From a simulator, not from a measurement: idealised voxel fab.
Name of the process module below: voxel spacer lines
Square cell edge 5 nm, section width 260 nm, ID cut.
Cross-section spec: square-cell grid; bands listed top down; each band is one or more rows.
This entry defines a band. It first specifies the height of the band's top and the height of its bottom in nm, and then specifies the band's materials from left to right, stating each material with its width in nm. The word "throughout" identifies a single material that fills the band from edge to edge, while the word "air" identifies empty space.
Convention: height 0 is the level below which the wafer, as received, is all one material. The lowest band does not terminate at the bottom but continues downward, represented as "0 nm and below".
Width spec "30..40" -> top row of cells at first value, bottom row at second value, equal per-row change in between.
Basically "all unchanged" means that step didn't change any cell in the cross-section.
"Voids, enclosed" contains a list of empty spaces, each no smaller than 8 cells and without an open way to the top, written in the form width x height at distance with the distance from the left edge and all three in nm.
Where a step's line continues beyond its settings, the continuation is a remark by the simulator itself on that step.
overlay nm, on a step with a mask: how far to the right of its planned place the mask lay; to the left if negative
### Listed below are the process steps as planned
1) RECEIVE: material Si
2) CONFORMAL_DEP: material SiO2, thk nm 5
3) DIRECTIONAL_DEP: material TiN, thk nm 15
4) DIRECTIONAL_DEP: material aC, thk nm 25
5) PATTERN: tone cover, mask id MANDREL, material resist, width nm 25, pitch nm 80, thk nm 35, overlay nm 0
6) DIRECTIONAL_ETCH: etch materials aC, depth nm 25
7) STRIP: etch materials resist
8) CONFORMAL_DEP: material SiN, thk nm 15
9) DIRECTIONAL_ETCH: etch materials SiN, depth nm 5
10) STRIP: etch materials aC
11) DIRECTIONAL_ETCH: etch materials TiN, depth nm 15
12) STRIP: etch materials SiN
Keep in mind the plan's value for the depth nm of step 9 comes from the first wafer; the wafers don't share that setting, but they do share the same starting point.
### Incoming state of the first of several wafers in cross-section: after step 1
0 nm and below = Si throughout
Voids, enclosed: none
### Cross-section, first of several wafers, end of module, after last step 12
45 nm to 20 nm = air 35 nm, aC 25 nm, air 55 nm, aC 25 nm, air 55 nm, aC 25 nm, air 40 nm
20 nm to 5 nm = TiN throughout
5 nm to 0 nm = SiO2 throughout
0 nm and below = Si throughout
Voids, enclosed: none
### Final wafer cross-section at module end
20 nm to 5 nm = air 20 nm, TiN 15 nm, air 25 nm, TiN 15 nm, air 25 nm, TiN 15 nm, air 25 nm, TiN 15 nm, air 25 nm, TiN 15 nm, air 25 nm, TiN 15 nm, air 25 nm
5 nm to 0 nm = SiO2 throughout
0 nm and below = Si throughout
Voids, enclosed: none
### Each row below is a wafer at the end of the module, listing for every material the number of cells it has gained (+) or lost (-) since it was received, followed by its closed voids
depth nm 5 | +52 SiO2 | +156 TiN | +75 aC | Voids, enclosed: none
depth nm 10 | +52 SiO2 | +156 TiN | +75 aC | Voids, enclosed: none
depth nm 15 | +52 SiO2 | +54 TiN | Voids, enclosed: none
depth nm 20 | +52 SiO2 | +54 TiN | Voids, enclosed: none
depth nm 25 | +52 SiO2 | +54 TiN | Voids, enclosed: none
depth nm 30 | +52 SiO2 | +54 TiN | Voids, enclosed: none
